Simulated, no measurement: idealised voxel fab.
Process module heading - voxel transistor to metal
cross-section cut | 290 nm wide | cells 5 nm
In this document a cross-section is written as a grid of square cells. It is given as a series of bands, listed from the top down, and a band is one or more rows of cells.
First you get the band's top height and its bottom height, in nm, and then the materials it's made of, left to right, with each width in nm. If you see a single material with "all across", that one covers the band edge to edge. "blank" is empty space.
Below 0: as-received wafer, all one material; heights counted from there. Lowest band: no bottom, goes on down, written "z 0 and below".
Graded width ("30->40"): value in top row of band = first number; value in bottom row = second number; row-to-row change constant.
Take "no alterations made" at face value: in the step it is given for, the cross-section changed in none of its cells.
Entry "Unvented cavities". Content: empty spaces with no open connection to the top, size 8 cells or greater. Each: width x height at distance. Distance: from left edge. Unit: nm.
Anything after a step's settings on that line? It's the simulator's own note about the step.
A step's line can hold "overlay nm"; with a mask on that step, the setting says how far right of the planned place the mask lay, while a negative setting says it lay to the left.

[Here's what the planned process steps look like]
| 1 | RECEIVE: material Si |
| 2 | OXIDIZE: depth nm 5 |
| 3 | CONFORMAL_DEP: material SiN, thk nm 15 |
| 4 | DIRECTIONAL_DEP: material aC, thk nm 15 |
| 5 | PATTERN: tone cover, mask id ACTIVE, material resist, width nm 105, pitch nm 125, thk nm 30, overlay nm 0 |
| 6 | DIRECTIONAL_ETCH: etch materials aC, depth nm 15 |
| 7 | STRIP: etch materials resist |
| 8 | DIRECTIONAL_ETCH: etch materials SiN, depth nm 15 |
| 9 | DIRECTIONAL_ETCH: etch materials SiO2, depth nm 5 |
| 10 | DIRECTIONAL_ETCH: etch materials Si, depth nm 25 |
| 11 | STRIP: etch materials aC |
| 12 | OXIDIZE: depth nm 5 |
| 13 | FILL_DEP: material SiO2, thk nm 10 |
| 14 | CMP: height nm 15 |
| 15 | SELECTIVE_ETCH: etch materials SiO2, depth nm 15 |
| 16 | STRIP: etch materials SiN |
| 17 | SELECTIVE_ETCH: etch materials SiO2, depth nm 5 |
| 18 | OXIDIZE: depth nm 5 |
| 19 | DIRECTIONAL_DEP: material polySi, thk nm 20 |
| 20 | DIRECTIONAL_DEP: material SiCN, thk nm 10 |
| 21 | MASKED_ETCH: tone cover, mask id GATE, width nm 25, pitch nm 125, etch materials SiCN, depth nm 20, overlay nm 0 |
| 22 | MASKED_ETCH: tone cover, mask id GATE, width nm 25, pitch nm 125, etch materials polySi, depth nm 30, overlay nm 0 |
| 23 | CONFORMAL_DEP: material SiO2, thk nm 5 |
| 24 | DIRECTIONAL_ETCH: etch materials SiO2, depth nm 5 |
| 25 | CONFORMAL_DEP: material SiN, thk nm 10 |
| 26 | DIRECTIONAL_ETCH: etch materials SiN, depth nm 10 |
| 27 | DIRECTIONAL_ETCH: etch materials SiO2, depth nm 5 |
| 28 | DIRECTIONAL_ETCH: etch materials Si, depth nm 15 |
| 29 | EPI: material nSi, thk nm 20 |
| 30 | FILL_DEP: material SiO2, thk nm 10 |
| 31 | CMP: height nm 25 |
| 32 | DIRECTIONAL_DEP: material SiO2, thk nm 15 |
| 33 | MASKED_ETCH: tone open, mask id CONTACT, width nm 20, etch materials SiO2, depth nm 30, overlay nm 0 |
| 34 | CONFORMAL_DEP: material TiN, thk nm 5 |
| 35 | FILL_DEP: material Ru, thk nm 5 |
| 36 | CMP: height nm 40 |
| 37 | CONFORMAL_DEP: material SiCN, thk nm 5 |
| 38 | DIRECTIONAL_DEP: material SiO2, thk nm 25 |
| 39 | DIRECTIONAL_DEP: material aC, thk nm 10 |
| 40 | PATTERN: tone open, mask id METAL_1, material resist, width nm 20, thk nm 30, overlay nm 0 |
| 41 | DIRECTIONAL_ETCH: etch materials aC, depth nm 10 |
| 42 | STRIP: etch materials resist |
| 43 | DIRECTIONAL_ETCH: etch materials SiO2, depth nm 25 |
| 44 | DIRECTIONAL_ETCH: etch materials SiCN, depth nm 5 |
| 45 | STRIP: etch materials aC |
| 46 | CONFORMAL_DEP: material TiN, thk nm 5 |
| 47 | FILL_DEP: material Cu, thk nm 10 |
| 48 | CMP: height nm 70 |
| 49 | CONFORMAL_DEP: material SiCN, thk nm 5 |
| 50 | DIRECTIONAL_DEP: material SiO2, thk nm 25 |
| 51 | PATTERN: tone open, mask id METAL_2, material resist, width nm 20, pitch nm 125, thk nm 20, overlay nm 0 |
| 52 | DIRECTIONAL_ETCH: etch materials SiO2, depth nm 15 |
| 53 | STRIP: etch materials resist |
| 54 | DIRECTIONAL_DEP: material aC, thk nm 15 |
| 55 | PATTERN: tone open, mask id METAL_2_HOLES, material resist, width nm 15, pitch nm 125, thk nm 30, overlay nm 0 |
| 56 | DIRECTIONAL_ETCH: etch materials aC, depth nm 15 |
| 57 | STRIP: etch materials resist |
| 58 | DIRECTIONAL_ETCH: etch materials SiO2, depth nm 10 |
| 59 | DIRECTIONAL_ETCH: etch materials SiCN, depth nm 5 |
| 60 | STRIP: etch materials aC |
| 61 | CONFORMAL_DEP: material TiN, thk nm 5 |
| 62 | FILL_DEP: material Ru, thk nm 10 |
| 63 | CMP: height nm 100 |
| 64 | CONFORMAL_DEP: material SiCN, thk nm 5 |

[Here's what the wafer looked like in cross-section when it arrived - that's after step 1]
- z 0 and below | Si all across
- Unvented cavities: none

[Here's the cross-section of the first of our two wafers at the end of the module - it ran as planned]
- z 105 to 100 | SiCN all across
- z 100 to 90 | SiO2 (35) | TiN (5) | Ru (10) | TiN (5) | SiO2 (105) | TiN (5) | Ru (10) | TiN (5) | SiO2 (110)
- z 90 to 85 | SiO2 (35) | TiN (5) | Ru (5) | TiN (10) | SiO2 (105) | TiN (5) | Ru (5) | TiN (10) | SiO2 (110)
- z 85 to 75 | SiO2 (35) | TiN (5) | Ru (5) | TiN (5) | SiO2 (110) | TiN (5) | Ru (5) | TiN (5) | SiO2 (115)
- z 75 to 70 | SiCN (35) | TiN (15) | SiCN (110) | TiN (15) | SiCN (115)
- z 70 to 45 | SiO2 (35) | TiN (5) | Cu (10) | TiN (5) | SiO2 (55) | TiN (5) | Cu (10) | TiN (5) | SiO2 (30) | TiN (5) | Cu (10) | TiN (5) | SiO2 (55) | TiN (5) | Cu (10) | TiN (5) | SiO2 (35)
- z 45 to 40 | SiCN (35) | TiN (20) | SiCN (55) | TiN (20) | SiCN (30) | TiN (20) | SiCN (55) | TiN (20) | SiCN (35)
- z 40 to 25 | SiO2 (35) | TiN (5) | Ru (10) | TiN (5) | SiO2 (55) | TiN (5) | Ru (10) | TiN (5) | SiO2 (30) | TiN (5) | Ru (10) | TiN (5) | SiO2 (55) | TiN (5) | Ru (10) | TiN (5) | SiO2 (35)
- z 25 to 15 | SiO2 (35) | TiN (5) | Ru (10) | TiN (5) | SiN (10) | SiO2 (5) | SiCN (25) | SiO2 (5) | SiN (10) | TiN (5) | Ru (10) | TiN (5) | SiO2 (30) | TiN (5) | Ru (10) | TiN (5) | SiN (10) | SiO2 (5) | SiCN (25) | SiO2 (5) | SiN (10) | TiN (5) | Ru (10) | TiN (5) | SiO2 (35)
- z 15 to 10 | SiO2 (35) | TiN (20) | SiN (10) | SiO2 (5) | polySi (25) | SiO2 (5) | SiN (10) | TiN (20) | SiO2 (30) | TiN (20) | SiN (10) | SiO2 (5) | polySi (25) | SiO2 (5) | SiN (10) | TiN (20) | SiO2 (35)
- z 10 to -5 | SiO2 (35) | nSi (20) | SiN (10) | SiO2 (5) | polySi (25) | SiO2 (5) | SiN (10) | nSi (20) | SiO2 (30) | nSi (20) | SiN (10) | SiO2 (5) | polySi (25) | SiO2 (5) | SiN (10) | nSi (20) | SiO2 (35)
- z -5 to -10 | SiO2 (30) | nSi (25) | SiO2 (55) | nSi (25) | SiO2 (20) | nSi (25) | SiO2 (55) | nSi (25) | SiO2 (30)
- z -10 to -25 | SiO2 (35) | nSi (20) | Si (55) | nSi (20) | SiO2 (30) | nSi (20) | Si (55) | nSi (20) | SiO2 (35)
- z -25 to -35 | SiO2 (35) | Si (95) | SiO2 (30) | Si (95) | SiO2 (35)
- z -35 and below | Si all across
- Unvented cavities: none

[This is the second of the two wafers, cross-sectioned at the end of the module; it started exactly like the first and was given the same plan, but it was run with one mistake]
- z 105 to 100 | SiCN all across
- z 100 to 90 | Ru (45->30) | TiN (5->20) | SiO2 (5) | TiN (5) | Ru (110->95) | TiN (5->20) | SiO2 (5) | TiN (5) | Ru (105)
- z 90 to 85 | TiN (35) | SiO2 (20) | TiN (105) | SiO2 (20) | TiN (110)
- z 85 to 75 | SiO2 all across
- z 75 to 70 | SiCN all across
- z 70 to 45 | SiO2 (35) | TiN (5) | Cu (10) | TiN (5) | SiO2 (55) | TiN (5) | Cu (10) | TiN (5) | SiO2 (30) | TiN (5) | Cu (10) | TiN (5) | SiO2 (55) | TiN (5) | Cu (10) | TiN (5) | SiO2 (35)
- z 45 to 40 | SiCN (35) | TiN (20) | SiCN (55) | TiN (20) | SiCN (30) | TiN (20) | SiCN (55) | TiN (20) | SiCN (35)
- z 40 to 25 | SiO2 (35) | TiN (5) | Ru (10) | TiN (5) | SiO2 (55) | TiN (5) | Ru (10) | TiN (5) | SiO2 (30) | TiN (5) | Ru (10) | TiN (5) | SiO2 (55) | TiN (5) | Ru (10) | TiN (5) | SiO2 (35)
- z 25 to 15 | SiO2 (35) | TiN (5) | Ru (10) | TiN (5) | SiN (10) | SiO2 (5) | SiCN (25) | SiO2 (5) | SiN (10) | TiN (5) | Ru (10) | TiN (5) | SiO2 (30) | TiN (5) | Ru (10) | TiN (5) | SiN (10) | SiO2 (5) | SiCN (25) | SiO2 (5) | SiN (10) | TiN (5) | Ru (10) | TiN (5) | SiO2 (35)
- z 15 to 10 | SiO2 (35) | TiN (20) | SiN (10) | SiO2 (5) | polySi (25) | SiO2 (5) | SiN (10) | TiN (20) | SiO2 (30) | TiN (20) | SiN (10) | SiO2 (5) | polySi (25) | SiO2 (5) | SiN (10) | TiN (20) | SiO2 (35)
- z 10 to -5 | SiO2 (35) | nSi (20) | SiN (10) | SiO2 (5) | polySi (25) | SiO2 (5) | SiN (10) | nSi (20) | SiO2 (30) | nSi (20) | SiN (10) | SiO2 (5) | polySi (25) | SiO2 (5) | SiN (10) | nSi (20) | SiO2 (35)
- z -5 to -10 | SiO2 (30) | nSi (25) | SiO2 (55) | nSi (25) | SiO2 (20) | nSi (25) | SiO2 (55) | nSi (25) | SiO2 (30)
- z -10 to -25 | SiO2 (35) | nSi (20) | Si (55) | nSi (20) | SiO2 (30) | nSi (20) | Si (55) | nSi (20) | SiO2 (35)
- z -25 to -35 | SiO2 (35) | Si (95) | SiO2 (30) | Si (95) | SiO2 (35)
- z -35 and below | Si all across
- Unvented cavities: none
Want to know what went wrong? heads up, step 51 didn't go per plan, it actually ran as PATTERN: tone cover, mask id METAL_2, material resist, width nm 20, pitch nm 125, thk nm 20, overlay nm 0
Final wafer comparison in cells, second versus first, more or fewer per material: 84 more of Ru; 6 more of SiCN; 126 fewer of SiO2; 36 more of TiN
